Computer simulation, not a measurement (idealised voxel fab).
process module | voxel capacitor over wiring
cross-section cut | 275 nm wide | cells 5 nm
A cross-section is a grid of square cells, given in bands from the top down. A band is one or more rows of cells.
Each band's line starts with the height of the band's top and of its bottom, in nm. Then come its materials from left to right, each with its width in nm. One material with "throughout" fills the band from edge to edge. "air" is empty space.
Height 0 is the level under which the wafer as received is all one material. The lowest band goes on downwards, as in "0 down".
A width such as "30 to 40" changes by the same amount from each row of cells to the next, from the band's top row to its bottom row.
"no change" after a step means that no cell of the cross-section changed.
closed voids: empty space of 8 cells or more with no open way to the top, each as width x height at its distance from the left edge, in nm
after a step's settings: what the simulator itself notes on the step
overlay nm, on a step with a mask: how far to the right of its planned place the mask lay; to the left if negative
plan
1 op RECEIVE | material Si
2 op CONFORMAL_DEP | material SiO2 | thk nm 10
3 op CONFORMAL_DEP | material SiCN | thk nm 5
4 op DIRECTIONAL_DEP | material lowk | thk nm 20
5 op DIRECTIONAL_DEP | material aC | thk nm 15
6 op PATTERN | tone open | mask id METAL_1 | material resist | width nm 20 | pitch nm 75 | thk nm 30 | overlay nm 0
7 op DIRECTIONAL_ETCH | etch materials aC | depth nm 15
8 op STRIP | etch materials resist
9 op DIRECTIONAL_ETCH | etch materials lowk | depth nm 20
10 op DIRECTIONAL_ETCH | etch materials SiCN | depth nm 5
11 op STRIP | etch materials aC
12 op CONFORMAL_DEP | material TiN | thk nm 5
13 op FILL_DEP | material Cu | thk nm 10
14 op CMP | height nm 35
15 op CONFORMAL_DEP | material SiCN | thk nm 5
16 op DIRECTIONAL_DEP | material SiO2 | thk nm 10
17 op DIRECTIONAL_DEP | material aC | thk nm 10
18 op PATTERN | tone open | mask id PLUG_1 | material resist | width nm 15 | thk nm 25 | overlay nm 0
19 op DIRECTIONAL_ETCH | etch materials aC | depth nm 10
20 op STRIP | etch materials resist
21 op DIRECTIONAL_ETCH | etch materials SiO2 | depth nm 10
22 op DIRECTIONAL_ETCH | etch materials SiCN | depth nm 5
23 op STRIP | etch materials aC
24 op EPI | material Ru | thk nm 10
25 op EPI | material Ru | thk nm 5
26 op DIRECTIONAL_DEP | material TiN | thk nm 10
27 op DIRECTIONAL_DEP | material SiN | thk nm 5
28 op DIRECTIONAL_DEP | material TiN | thk nm 5
29 op PATTERN | tone cover | mask id UPPER_PLATE | material resist | width nm 60 | thk nm 20 | overlay nm 0
30 op DIRECTIONAL_ETCH | etch materials TiN | depth nm 5
31 op DIRECTIONAL_ETCH | etch materials SiN | depth nm 5
32 op STRIP | etch materials resist
33 op MASKED_ETCH | tone cover | mask id LOWER_PLATE | width nm 70 | etch materials TiN | depth nm 10 | overlay nm 0
34 op FILL_DEP | material SiO2 | thk nm 15
35 op CMP | height nm 80
36 op MASKED_ETCH | tone open | mask id PLUG_2 | width nm 15 | etch materials SiO2 | depth nm 10 | overlay nm 0
37 op CONFORMAL_DEP | material TiN | thk nm 5
38 op FILL_DEP | material W | thk nm 10
39 op CMP | height nm 70
40 op CONFORMAL_DEP | material SiCN | thk nm 5
varied across the wafers: height nm of step 39. The plan shows the first wafer's value. All wafers start alike
first wafer as received, after step 1
  0 down: Si throughout
  closed voids: none
first wafer at the end, after step 40
  75 to 70: SiCN throughout
  70 to 65: SiO2 95 | TiN 60 | SiO2 120
  65 to 60: SiO2 95 | SiN 60 | SiO2 120
  60 to 50: SiO2 90 | TiN 70 | SiO2 115
  50 to 40: SiO2 95 | Ru 15 | SiO2 165
  40 to 35: SiCN 95 | Ru 15 | SiCN 165
  35 to 15: lowk 90 | TiN 5 | Cu 10 | TiN 5 | lowk 55 | TiN 5 | Cu 10 | TiN 5 | lowk 90
  15 to 10: SiCN 90 | TiN 20 | SiCN 55 | TiN 20 | SiCN 90
  10 to 0: SiO2 throughout
  0 down: Si throughout
  closed voids: none
last wafer at the end
  100 to 95: SiCN throughout
  95 to 85: W throughout
  85 to 80: TiN 110 | W 5 | TiN 160
  80 to 75: SiO2 105 | TiN 5 | W 5 | TiN 5 | SiO2 155
  75 to 65: SiO2 105 to 95 | TiN 15 to 60 | SiO2 155 to 120
  65 to 60: SiO2 95 | SiN 60 | SiO2 120
  60 to 50: SiO2 90 | TiN 70 | SiO2 115
  50 to 40: SiO2 95 | Ru 15 | SiO2 165
  40 to 35: SiCN 95 | Ru 15 | SiCN 165
  35 to 15: lowk 90 | TiN 5 | Cu 10 | TiN 5 | lowk 55 | TiN 5 | Cu 10 | TiN 5 | lowk 90
  15 to 10: SiCN 90 | TiN 20 | SiCN 55 | TiN 20 | SiCN 90
  10 to 0: SiO2 throughout
  0 down: Si throughout
  closed voids: none
each wafer at the end: cells of each material gained (+) or lost (-) since it was received, then its closed voids
height nm 70 | +16 Cu | +9 Ru | +154 SiCN | +12 SiN | +382 SiO2 | +64 TiN | +188 lowk | closed voids: none
height nm 75 | +16 Cu | +9 Ru | +154 SiCN | +12 SiN | +434 SiO2 | +67 TiN | +188 lowk | closed voids: none
height nm 80 | +16 Cu | +9 Ru | +154 SiCN | +12 SiN | +486 SiO2 | +69 TiN | +1 W | +188 lowk | closed voids: none
height nm 85 | +16 Cu | +9 Ru | +154 SiCN | +12 SiN | +486 SiO2 | +123 TiN | +2 W | +188 lowk | closed voids: none
height nm 90 | +16 Cu | +9 Ru | +154 SiCN | +12 SiN | +486 SiO2 | +123 TiN | +57 W | +188 lowk | closed voids: none
height nm 95 | +16 Cu | +9 Ru | +154 SiCN | +12 SiN | +486 SiO2 | +123 TiN | +112 W | +188 lowk | closed voids: none
